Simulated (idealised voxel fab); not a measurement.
Proc. module: voxel air gaps
cross-section cut | 280 nm wide | cells 5 nm
Notation: cross-section as square-cell grid; stated in bands, top first, going down; one or more cell rows per band. For a band, the entry starts with two heights in nm, that of the top and then that of the bottom, and carries on with the band's materials in order from left to right, each alongside its width in nm; the word "all across" beside a single material means it fills the band edge to edge, and "air" means empty space. Heights are reckoned from 0. Under this level, the received wafer is all of one material. The bottommost band is open-ended downward, for example "0 and below". It should be noted that a width expressed as "30 to 40" varies in equal increments from row to row of cells within the band, taking the value of the first number at the top row and that of the second number at the bottom row. It should be understood that the words "stayed the same", when stated for a given step, signify that the cross-section underwent no change in any of its cells during that step. Under "Cavities, closed" you'll find the enclosed gaps, the ones with no way out to the top, that are 8 cells or bigger; each reads width x height at distance, with distance counted from the left edge, everything in nm. On each step's line, the part that comes after the settings is the simulator's own comment on the step. If you see "overlay nm" on a step's line and that step has a mask, it's telling you how far right of where it was planned the mask ended up; a negative number means it went left instead. In what follows, pairs of cross-sections are presented, each taken before and after one process step, with the after cross-section shown only down to the lowest band that was altered; the step, together with its settings, is stated below the pair. The pairs may stem from different runs of this module on the same starting wafer; accordingly, a pair should be taken as continuing from the one above it solely where its entry headed "Pre-step geometry" indicates as much.
# Pre-step geometry
    60 down to 45: resist: 70, then air: 20, then resist: 25, then air: 20, then resist: 25, then air: 20, then resist: 25, then air: 20, then resist: 55
    45 down to 15: lowk: 70, then air: 20, then lowk: 25, then air: 20, then lowk: 25, then air: 20, then lowk: 25, then air: 20, then lowk: 55
    15 down to 10: SiCN all across
    10 down to 0: SiO2 all across
    0 and below: Si all across
    Cavities, closed: none
# Cross-Section After Step
    45 down to 15: lowk: 70, then air: 20, then lowk: 25, then air: 20, then lowk: 25, then air: 20, then lowk: 25, then air: 20, then lowk: 55
    Heights below 15 show no change.
    Cavities, closed: none
Connecting step for the cross-sections above: STRIP [etch materials resist]
Pre-step geometry: check the pair just above; its after cross-section is our before state.
# Cross-Section After Step
    50 down to 45: TiN: 75, then air: 10, then TiN: 35, then air: 10, then TiN: 35, then air: 10, then TiN: 35, then air: 10, then TiN: 60
    45 down to 20: lowk: 70, then TiN: 5, then air: 10, then TiN: 5, then lowk: 25, then TiN: 5, then air: 10, then TiN: 5, then lowk: 25, then TiN: 5, then air: 10, then TiN: 5, then lowk: 25, then TiN: 5, then air: 10, then TiN: 5, then lowk: 55
    20 down to 15: lowk: 70, then TiN: 20, then lowk: 25, then TiN: 20, then lowk: 25, then TiN: 20, then lowk: 25, then TiN: 20, then lowk: 55
    Heights below 15 show no change.
    Cavities, closed: none
Connecting step for the cross-sections above: CONFORMAL_DEP [material TiN] [thk nm 5]
Pre-step geometry: check the pair just above; its after cross-section is our before state.
# Cross-Section After Step
    55 down to 50: Cu all across
    50 down to 45: TiN: 75, then Cu: 10, then TiN: 35, then Cu: 10, then TiN: 35, then Cu: 10, then TiN: 35, then Cu: 10, then TiN: 60
    45 down to 20: lowk: 70, then TiN: 5, then Cu: 10, then TiN: 5, then lowk: 25, then TiN: 5, then Cu: 10, then TiN: 5, then lowk: 25, then TiN: 5, then Cu: 10, then TiN: 5, then lowk: 25, then TiN: 5, then Cu: 10, then TiN: 5, then lowk: 55
    Heights below 20 show no change.
    Cavities, closed: none
Connecting step for the cross-sections above: FILL_DEP [material Cu] [thk nm 5]
Pre-step geometry: check the pair just above; its after cross-section is our before state.
# Cross-Section After Step
    45 down to 20: lowk: 70, then TiN: 5, then Cu: 10, then TiN: 5, then lowk: 25, then TiN: 5, then Cu: 10, then TiN: 5, then lowk: 25, then TiN: 5, then Cu: 10, then TiN: 5, then lowk: 25, then TiN: 5, then Cu: 10, then TiN: 5, then lowk: 55
    Heights below 20 show no change.
    Cavities, closed: none
Connecting step for the cross-sections above: CMP [height nm 45]
Pre-step geometry: check the pair just above; its after cross-section is our before state.
# Cross-Section After Step
    55 down to 45: air: 60, then Ru: 40, then air: 5, then Ru: 40, then air: 5, then Ru: 40, then air: 5, then Ru: 40, then air: 45
    Heights below 45 show no change.
    Cavities, closed: none
Connecting step for the cross-sections above: EPI [material Ru] [thk nm 10]
Pre-step geometry: check the pair just above; its after cross-section is our before state.
# Cross-Section After Step
    55 down to 45: air: 60, then Ru: 40, then air: 5, then Ru: 40, then air: 5, then Ru: 40, then air: 5, then Ru: 40, then air: 45
    45 down to 20: air: 70, then TiN: 5, then Cu: 10, then TiN: 5, then air: 25, then TiN: 5, then Cu: 10, then TiN: 5, then air: 25, then TiN: 5, then Cu: 10, then TiN: 5, then air: 25, then TiN: 5, then Cu: 10, then TiN: 5, then air: 55
    20 down to 15: air: 70, then TiN: 20, then air: 25, then TiN: 20, then air: 25, then TiN: 20, then air: 25, then TiN: 20, then air: 55
    Heights below 15 show no change.
    Cavities, closed: none
Connecting step for the cross-sections above: SELECTIVE_ETCH [etch materials lowk] [depth nm 40]
Pre-step geometry: check the pair just above; its after cross-section is our before state.
# Cross-Section After Step
    60 down to 55: air: 55, then SiCN: 185, then air: 40
    55 down to 45: air: 55, then SiCN: 5, then Ru: 40, then SiCN: 5, then Ru: 40, then SiCN: 5, then Ru: 40, then SiCN: 5, then Ru: 40, then SiCN: 5, then air: 40
    45 down to 40: air: 55, then SiCN: 15, then TiN: 5, then Cu: 10, then TiN: 5, then SiCN: 25, then TiN: 5, then Cu: 10, then TiN: 5, then SiCN: 25, then TiN: 5, then Cu: 10, then TiN: 5, then SiCN: 25, then TiN: 5, then Cu: 10, then TiN: 5, then SiCN: 15, then air: 40
    40 down to 20: air: 65, then SiCN: 5, then TiN: 5, then Cu: 10, then TiN: 5, then SiCN: 5, then air: 15, then SiCN: 5, then TiN: 5, then Cu: 10, then TiN: 5, then SiCN: 5, then air: 15, then SiCN: 5, then TiN: 5, then Cu: 10, then TiN: 5, then SiCN: 5, then air: 15, then SiCN: 5, then TiN: 5, then Cu: 10, then TiN: 5, then SiCN: 5, then air: 50
    20 down to 15: SiCN: 70, then TiN: 20, then SiCN: 25, then TiN: 20, then SiCN: 25, then TiN: 20, then SiCN: 25, then TiN: 20, then SiCN: 55
    Heights below 15 show no change.
    Cavities, closed: 15 x 20 at 95; 15 x 20 at 140; 15 x 20 at 185
Connecting step for the cross-sections above: CONFORMAL_DEP [material SiCN] [thk nm 5]
# Pre-step geometry
    0 and below: Si all across
    Cavities, closed: none
# Cross-Section After Step
    10 down to 0: Cu all across
    Heights below 0 show no change.
    Cavities, closed: none
Connecting step for the cross-sections above: CONFORMAL_DEP [material Cu] [thk nm 10]
Pre-step geometry: check the pair just above; its after cross-section is our before state.
# Cross-Section After Step
    15 down to 10: SiCN all across
    Heights below 10 show no change.
    Cavities, closed: none
Connecting step for the cross-sections above: CONFORMAL_DEP [material SiCN] [thk nm 5]
Pre-step geometry: check the pair just above; its after cross-section is our before state.
# Cross-Section After Step
    45 down to 15: lowk all across
    Heights below 15 show no change.
    Cavities, closed: none
Connecting step for the cross-sections above: DIRECTIONAL_DEP [material lowk] [thk nm 30]
Pre-step geometry: check the pair just above; its after cross-section is our before state.
# Cross-Section After Step
    60 down to 45: resist: 60, then air: 20, then resist: 25, then air: 20, then resist: 25, then air: 20, then resist: 25, then air: 20, then resist: 65
    Heights below 45 show no change.
    Cavities, closed: none
Connecting step for the cross-sections above: PATTERN [tone open] [mask id LINES] [material resist] [width nm 20] [pitch nm 45] [thk nm 15] [overlay nm 0]
Pre-step geometry: check the pair just above; its after cross-section is our before state.
# Cross-Section After Step
    60 down to 45: resist: 60, then air: 20, then resist: 25, then air: 20, then resist: 25, then air: 20, then resist: 25, then air: 20, then resist: 65
    45 down to 15: lowk: 60, then air: 20, then lowk: 25, then air: 20, then lowk: 25, then air: 20, then lowk: 25, then air: 20, then lowk: 65
    Heights below 15 show no change.
    Cavities, closed: none
Connecting step for the cross-sections above: DIRECTIONAL_ETCH [etch materials lowk] [depth nm 30]
Pre-step geometry: check the pair just above; its after cross-section is our before state.
# Cross-Section After Step
    45 down to 15: lowk: 60, then air: 20, then lowk: 25, then air: 20, then lowk: 25, then air: 20, then lowk: 25, then air: 20, then lowk: 65
    Heights below 15 show no change.
    Cavities, closed: none
Connecting step for the cross-sections above: STRIP [etch materials resist]
Pre-step geometry: check the pair just above; its after cross-section is our before state.
# Cross-Section After Step
    50 down to 45: TiN: 65, then air: 10, then TiN: 35, then air: 10, then TiN: 35, then air: 10, then TiN: 35, then air: 10, then TiN: 70
    45 down to 20: lowk: 60, then TiN: 5, then air: 10, then TiN: 5, then lowk: 25, then TiN: 5, then air: 10, then TiN: 5, then lowk: 25, then TiN: 5, then air: 10, then TiN: 5, then lowk: 25, then TiN: 5, then air: 10, then TiN: 5, then lowk: 65
    20 down to 15: lowk: 60, then TiN: 20, then lowk: 25, then TiN: 20, then lowk: 25, then TiN: 20, then lowk: 25, then TiN: 20, then lowk: 65
    Heights below 15 show no change.
    Cavities, closed: none
Connecting step for the cross-sections above: CONFORMAL_DEP [material TiN] [thk nm 5]
Pre-step geometry: check the pair just above; its after cross-section is our before state.
# Cross-Section After Step
    55 down to 50: Cu all across
    50 down to 45: TiN: 65, then Cu: 10, then TiN: 35, then Cu: 10, then TiN: 35, then Cu: 10, then TiN: 35, then Cu: 10, then TiN: 70
    45 down to 20: lowk: 60, then TiN: 5, then Cu: 10, then TiN: 5, then lowk: 25, then TiN: 5, then Cu: 10, then TiN: 5, then lowk: 25, then TiN: 5, then Cu: 10, then TiN: 5, then lowk: 25, then TiN: 5, then Cu: 10, then TiN: 5, then lowk: 65
    Heights below 20 show no change.
    Cavities, closed: none
Connecting step for the cross-sections above: FILL_DEP [material Cu] [thk nm 5]
Pre-step geometry: check the pair just above; its after cross-section is our before state.
# Cross-Section After Step
    45 down to 20: lowk: 60, then TiN: 5, then Cu: 10, then TiN: 5, then lowk: 25, then TiN: 5, then Cu: 10, then TiN: 5, then lowk: 25, then TiN: 5, then Cu: 10, then TiN: 5, then lowk: 25, then TiN: 5, then Cu: 10, then TiN: 5, then lowk: 65
    Heights below 20 show no change.
    Cavities, closed: none
Connecting step for the cross-sections above: CMP [height nm 45]
Pre-step geometry: check the pair just above; its after cross-section is our before state.
# Cross-Section After Step
    55 down to 45: air: 50, then Ru: 40, then air: 5, then Ru: 40, then air: 5, then Ru: 40, then air: 5, then Ru: 40, then air: 55
    Heights below 45 show no change.
    Cavities, closed: none
Connecting step for the cross-sections above: EPI [material Ru] [thk nm 10]
Pre-step geometry: check the pair just above; its after cross-section is our before state.
# Cross-Section After Step
    55 down to 45: air: 50, then Ru: 40, then air: 5, then Ru: 40, then air: 5, then Ru: 40, then air: 5, then Ru: 40, then air: 55
    45 down to 20: air: 60, then TiN: 5, then Cu: 10, then TiN: 5, then air: 25, then TiN: 5, then Cu: 10, then TiN: 5, then air: 25, then TiN: 5, then Cu: 10, then TiN: 5, then air: 25, then TiN: 5, then Cu: 10, then TiN: 5, then air: 65
    20 down to 15: air: 60, then TiN: 20, then air: 25, then TiN: 20, then air: 25, then TiN: 20, then air: 25, then TiN: 20, then air: 65
    Heights below 15 show no change.
    Cavities, closed: none
Connecting step for the cross-sections above: SELECTIVE_ETCH [etch materials lowk] [depth nm 40]
Pre-step geometry: check the pair just above; its after cross-section is our before state.
# Cross-Section After Step
    60 down to 55: air: 45, then SiCN: 185, then air: 50
    55 down to 45: air: 45, then SiCN: 5, then Ru: 40, then SiCN: 5, then Ru: 40, then SiCN: 5, then Ru: 40, then SiCN: 5, then Ru: 40, then SiCN: 5, then air: 50
    45 down to 40: air: 45, then SiCN: 15, then TiN: 5, then Cu: 10, then TiN: 5, then SiCN: 25, then TiN: 5, then Cu: 10, then TiN: 5, then SiCN: 25, then TiN: 5, then Cu: 10, then TiN: 5, then SiCN: 25, then TiN: 5, then Cu: 10, then TiN: 5, then SiCN: 15, then air: 50
    40 down to 20: air: 55, then SiCN: 5, then TiN: 5, then Cu: 10, then TiN: 5, then SiCN: 5, then air: 15, then SiCN: 5, then TiN: 5, then Cu: 10, then TiN: 5, then SiCN: 5, then air: 15, then SiCN: 5, then TiN: 5, then Cu: 10, then TiN: 5, then SiCN: 5, then air: 15, then SiCN: 5, then TiN: 5, then Cu: 10, then TiN: 5, then SiCN: 5, then air: 60
    20 down to 15: SiCN: 60, then TiN: 20, then SiCN: 25, then TiN: 20, then SiCN: 25, then TiN: 20, then SiCN: 25, then TiN: 20, then SiCN: 65
    Heights below 15 show no change.
    Cavities, closed: 15 x 20 at 85; 15 x 20 at 130; 15 x 20 at 175
Connecting step for the cross-sections above: CONFORMAL_DEP [material SiCN] [thk nm 5]
# Pre-step geometry
    45 down to 15: lowk all across
    15 down to 10: SiCN all across
    10 down to 0: SiO2 all across
    0 and below: Si all across
    Cavities, closed: none
# Cross-Section After Step
    60 down to 45: air: 60, then resist: 20, then air: 25, then resist: 20, then air: 25, then resist: 20, then air: 25, then resist: 20, then air: 65
    Heights below 45 show no change.
    Cavities, closed: none
Connecting step for the cross-sections above: PATTERN [tone cover] [mask id LINES] [material resist] [width nm 20] [pitch nm 45] [thk nm 15] [overlay nm 0]
Pre-step geometry: check the pair just above; its after cross-section is our before state.
# Cross-Section After Step
    60 down to 45: air: 60, then resist: 20, then air: 25, then resist: 20, then air: 25, then resist: 20, then air: 25, then resist: 20, then air: 65
    45 down to 15: air: 60, then lowk: 20, then air: 25, then lowk: 20, then air: 25, then lowk: 20, then air: 25, then lowk: 20, then air: 65
    Heights below 15 show no change.
    Cavities, closed: none
Connecting step for the cross-sections above: DIRECTIONAL_ETCH [etch materials lowk] [depth nm 30]
Pre-step geometry: check the pair just above; its after cross-section is our before state.
# Cross-Section After Step
    45 down to 15: air: 60, then lowk: 20, then air: 25, then lowk: 20, then air: 25, then lowk: 20, then air: 25, then lowk: 20, then air: 65
    Heights below 15 show no change.
    Cavities, closed: none
Connecting step for the cross-sections above: STRIP [etch materials resist]
Pre-step geometry: check the pair just above; its after cross-section is our before state.
# Cross-Section After Step
    50 down to 45: air: 55, then TiN: 30, then air: 15, then TiN: 30, then air: 15, then TiN: 30, then air: 15, then TiN: 30, then air: 60
    45 down to 20: air: 55, then TiN: 5, then lowk: 20, then TiN: 5, then air: 15, then TiN: 5, then lowk: 20, then TiN: 5, then air: 15, then TiN: 5, then lowk: 20, then TiN: 5, then air: 15, then TiN: 5, then lowk: 20, then TiN: 5, then air: 60
    20 down to 15: TiN: 60, then lowk: 20, then TiN: 25, then lowk: 20, then TiN: 25, then lowk: 20, then TiN: 25, then lowk: 20, then TiN: 65
    Heights below 15 show no change.
    Cavities, closed: none
Connecting step for the cross-sections above: CONFORMAL_DEP [material TiN] [thk nm 5]
Pre-step geometry: check the pair just above; its after cross-section is our before state.
# Cross-Section After Step
    55 down to 50: Cu all across
    50 down to 45: Cu: 55, then TiN: 30, then Cu: 15, then TiN: 30, then Cu: 15, then TiN: 30, then Cu: 15, then TiN: 30, then Cu: 60
    45 down to 20: Cu: 55, then TiN: 5, then lowk: 20, then TiN: 5, then Cu: 15, then TiN: 5, then lowk: 20, then TiN: 5, then Cu: 15, then TiN: 5, then lowk: 20, then TiN: 5, then Cu: 15, then TiN: 5, then lowk: 20, then TiN: 5, then Cu: 60
    Heights below 20 show no change.
    Cavities, closed: none
Connecting step for the cross-sections above: FILL_DEP [material Cu] [thk nm 5]
Pre-step geometry: check the pair just above; its after cross-section is our before state.
# Cross-Section After Step
    45 down to 20: Cu: 55, then TiN: 5, then lowk: 20, then TiN: 5, then Cu: 15, then TiN: 5, then lowk: 20, then TiN: 5, then Cu: 15, then TiN: 5, then lowk: 20, then TiN: 5, then Cu: 15, then TiN: 5, then lowk: 20, then TiN: 5, then Cu: 60
    Heights below 20 show no change.
    Cavities, closed: none
Connecting step for the cross-sections above: CMP [height nm 45]
Pre-step geometry: check the pair just above; its after cross-section is our before state.
# Cross-Section After Step
    55 down to 45: Ru all across
    Heights below 45 show no change.
    Cavities, closed: none
Connecting step for the cross-sections above: EPI [material Ru] [thk nm 10]
Pre-step geometry: check the pair just above; its after cross-section is our before state.
# Cross-Section After Step
    60 down to 55: SiCN all across
    Heights below 55 show no change.
    Cavities, closed: none
Connecting step for the cross-sections above: CONFORMAL_DEP [material SiCN] [thk nm 5]
